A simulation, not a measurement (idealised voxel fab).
This is a process module. Its name is voxel ribs on slabs.
The cross-section shown here is cut; it is 220 nm wide and divided into square cells measuring 5 nm on a side.
Format of a cross-section: grid, square cells. Given as bands. Order: top down. Band: one or more rows of cells.
Heights first: top, then bottom, in nm. Then materials, left to right, each with a width in nm. "throughout" on a single material: fills the band edge to edge. "blank": empty space.
It should be noted that heights are counted from 0, beneath which the wafer as supplied is of one material throughout, and that the lowest band possesses no lower boundary but continues downward, as written in "0 -> down".
Width: "30->40" (first number = top row, second number = bottom row, same change from row to row of cells).
Step marked "no change"? Then no cell in the cross-section changed in it.
Empty spaces counting at least 8 cells and having no open way to the top are listed in "Voids, enclosed". The notation width x height at distance is used for each, the distance being from the left edge and all three values in nm.
Where a step's line continues beyond its settings, the continuation is a remark by the simulator itself on that step.
overlay nm: mask right of planned place by this much (step with mask). Neg. = left.
**Process steps - plan**
1 RECEIVE [material Si]
2 DIRECTIONAL_DEP [material SiO2] [thk nm 20]
3 DIRECTIONAL_DEP [material polySi] [thk nm 25]
4 MASKED_ETCH [tone cover] [mask id RIB] [width nm 20] [etch materials polySi] [depth nm 15] [overlay nm 0]
5 PATTERN [tone cover] [mask id SLAB] [material resist] [width nm 50] [thk nm 20] [overlay nm 0]
6 DIRECTIONAL_ETCH [etch materials polySi] [depth nm 10]
7 STRIP [etch materials resist]
8 FILL_DEP [material SiO2] [thk nm 20]
9 CMP [height nm 60]
10 DIRECTIONAL_DEP [material W] [thk nm 5]
11 PATTERN [tone cover] [mask id HEATER] [material resist] [width nm 30] [thk nm 20] [overlay nm 0]
12 DIRECTIONAL_ETCH [etch materials W] [depth nm 5]
13 STRIP [etch materials resist]
14 CONFORMAL_DEP [material SiN] [thk nm 5]
**Below: the first of two wafers, run as planned**
**Cross-section of the wafer upon arrival, representing the state reached after step 1**
0 -> down: Si throughout
Voids, enclosed: none
**Step 2 done - wafer cross-section**
20 -> 0: SiO2 throughout
Everything below 0 is unchanged.
**Step 3 done - wafer cross-section**
45 -> 20: polySi throughout
Everything below 20 is unchanged.
**Step 4 done - wafer cross-section**
45 -> 30: blank: 100; polySi: 20; blank: 100
Everything below 30 is unchanged.
**Step 5 done - wafer cross-section**
65 -> 45: blank: 85; resist: 50; blank: 85
45 -> 30: blank: 85; resist: 15; polySi: 20; resist: 15; blank: 85
Everything below 30 is unchanged.
**Step 6 done - wafer cross-section**
65 -> 45: blank: 85; resist: 50; blank: 85
45 -> 30: blank: 85; resist: 15; polySi: 20; resist: 15; blank: 85
30 -> 20: blank: 85; polySi: 50; blank: 85
Everything below 20 is unchanged.
**Step 7 done - wafer cross-section**
45 -> 30: blank: 100; polySi: 20; blank: 100
Everything below 30 is unchanged.
**Step 8 done - wafer cross-section**
65 -> 45: SiO2 throughout
45 -> 30: SiO2: 100; polySi: 20; SiO2: 100
30 -> 20: SiO2: 85; polySi: 50; SiO2: 85
Everything below 20 is unchanged.
**Step 9 done - wafer cross-section**
60 -> 45: SiO2 throughout
Everything below 45 is unchanged.
**Step 10 done - wafer cross-section**
65 -> 60: W throughout
Everything below 60 is unchanged.
**Step 11 done - wafer cross-section**
85 -> 65: blank: 95; resist: 30; blank: 95
Everything below 65 is unchanged.
**Step 12 done - wafer cross-section**
85 -> 65: blank: 95; resist: 30; blank: 95
65 -> 60: blank: 95; W: 30; blank: 95
Everything below 60 is unchanged.
**Step 13 done - wafer cross-section**
65 -> 60: blank: 95; W: 30; blank: 95
Everything below 60 is unchanged.
**Step 14 done - wafer cross-section**
70 -> 65: blank: 90; SiN: 40; blank: 90
65 -> 60: SiN: 95; W: 30; SiN: 95
Everything below 60 is unchanged.
**second wafer: like start, like plan, one mistake. Through step 7 it matches the first wafer**
**Cross-section of the second wafer when, according to plan, step 8 should have finished**
65 -> 45: W throughout
45 -> 30: W: 100; polySi: 20; W: 100
30 -> 20: W: 85; polySi: 50; W: 85
Everything below 20 is unchanged.
**Cross-section of the second wafer when, according to plan, step 9 should have finished**
60 -> 45: W throughout
Everything below 45 is unchanged.
**Cross-section of the second wafer when, according to plan, step 10 should have finished**
65 -> 45: W throughout
Everything below 45 is unchanged.
**Cross-section of the second wafer when, according to plan, step 11 should have finished**
85 -> 65: blank: 95; resist: 30; blank: 95
Everything below 65 is unchanged.
**Cross-section of the second wafer when, according to plan, step 12 should have finished**
85 -> 65: blank: 95; resist: 30; blank: 95
65 -> 60: blank: 95; W: 30; blank: 95
Everything below 60 is unchanged.
**Cross-section of the second wafer when, according to plan, step 13 should have finished**
65 -> 60: blank: 95; W: 30; blank: 95
Everything below 60 is unchanged.
**Cross-section of the second wafer when, according to plan, step 14 should have finished**
70 -> 65: blank: 90; SiN: 40; blank: 90
65 -> 60: SiN: 95; W: 30; SiN: 95
Everything below 60 is unchanged.
So what did we get wrong on this run? not per plan at step 8, really ran FILL_DEP [material W] [thk nm 20]
In the final state, the cell counts of the second wafer exceed or fall short of those of the first for the following materials: SiO2 -320; W +320
